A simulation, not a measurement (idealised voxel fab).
A process module follows: voxel released beams.
Pictured: cross-section cut, 245 nm wide, on a grid of 5 nm square cells.
A cross-section is a grid of square cells, given in bands from the top down. A band is one or more rows of cells.
It is stipulated that each band's entry specify, in nanometres, the height of the top of the band and then that of its bottom, followed by the materials of the band in left-to-right sequence, each together with its width in nanometres. A single material marked by the word "everywhere" is understood to fill the band from edge to edge; the word "air" is understood to denote empty space.
Height is counted from the level 0, under which the received wafer is composed throughout of one material. The lowest of the bands is not closed at the bottom but continues downward, in the notation "z 0 and below".
The expression "30 to 40" gives the width at the extremes of the band, the first number at its top row of cells and the second at its bottom row, with the width changing by equal amounts from each row to the next in between.
"no modification" after a step means that no cell of the cross-section changed.
Enclosed voids (no open way to top), threshold 8 cells or more, entry "Sealed internal cavities", notation width x height at distance, distance from left edge, nm.
The remark found on a step's line after its settings is issued by the simulator itself and pertains to that step.
For masked steps, "overlay nm" on the step line gives how far right of plan the mask actually lay; a minus sign means it lay to the left.
# Process steps foreseen in the plan
1. RECEIVE, material Si
2. CONFORMAL_DEP, material SiN, thk nm 5
3. DIRECTIONAL_DEP, material SiO2, thk nm 20
4. MASKED_ETCH, tone open, mask id ANCHOR, width nm 25, etch materials SiO2, depth nm 10, overlay nm 0
5. CONFORMAL_DEP, material TiN, thk nm 10
6. DIRECTIONAL_DEP, material aC, thk nm 15
7. PATTERN, tone cover, mask id BEAM, material resist, width nm 100, thk nm 30, overlay nm 0
8. DIRECTIONAL_ETCH, etch materials aC, depth nm 15
9. STRIP, etch materials resist
10. DIRECTIONAL_ETCH, etch materials TiN, depth nm 10
11. STRIP, etch materials aC
12. STRIP, etch materials SiO2
Every wafer here starts from the same state; it is the step 4 depth nm that distinguishes them, and the value the plan gives belongs to the first wafer.
# Sectional view: first of several wafers, as received, after step 1
z 0 and below | Si everywhere
Sealed internal cavities: none
# The figure below presents a cross-section of the first of several wafers at the conclusion of the module, following its last step, step 12
z 5 to 0 | SiN everywhere
z 0 and below | Si everywhere
Sealed internal cavities: none
# Cross-section at module completion, last wafer
z 35 to 25 | 70 air, 15 TiN, 5 air, 80 TiN, 75 air
z 25 to 15 | 75 air, 10 TiN, 5 air, 10 TiN, 145 air
z 15 to 5 | 75 air, 25 TiN, 145 air
z 5 to 0 | SiN everywhere
z 0 and below | Si everywhere
Sealed internal cavities: none
# Take any row and you have a wafer at the end of the module: how many cells of each material it has gained (+) or lost (-) since it was received, and then its closed voids
depth nm 10 | +49 SiN | Sealed internal cavities: none
depth nm 15 | +49 SiN | Sealed internal cavities: none
depth nm 20 | +49 SiN | +56 TiN | Sealed internal cavities: none
depth nm 25 | +49 SiN | +56 TiN | Sealed internal cavities: none
depth nm 30 | +49 SiN | +56 TiN | Sealed internal cavities: none
depth nm 35 | +49 SiN | +56 TiN | Sealed internal cavities: none
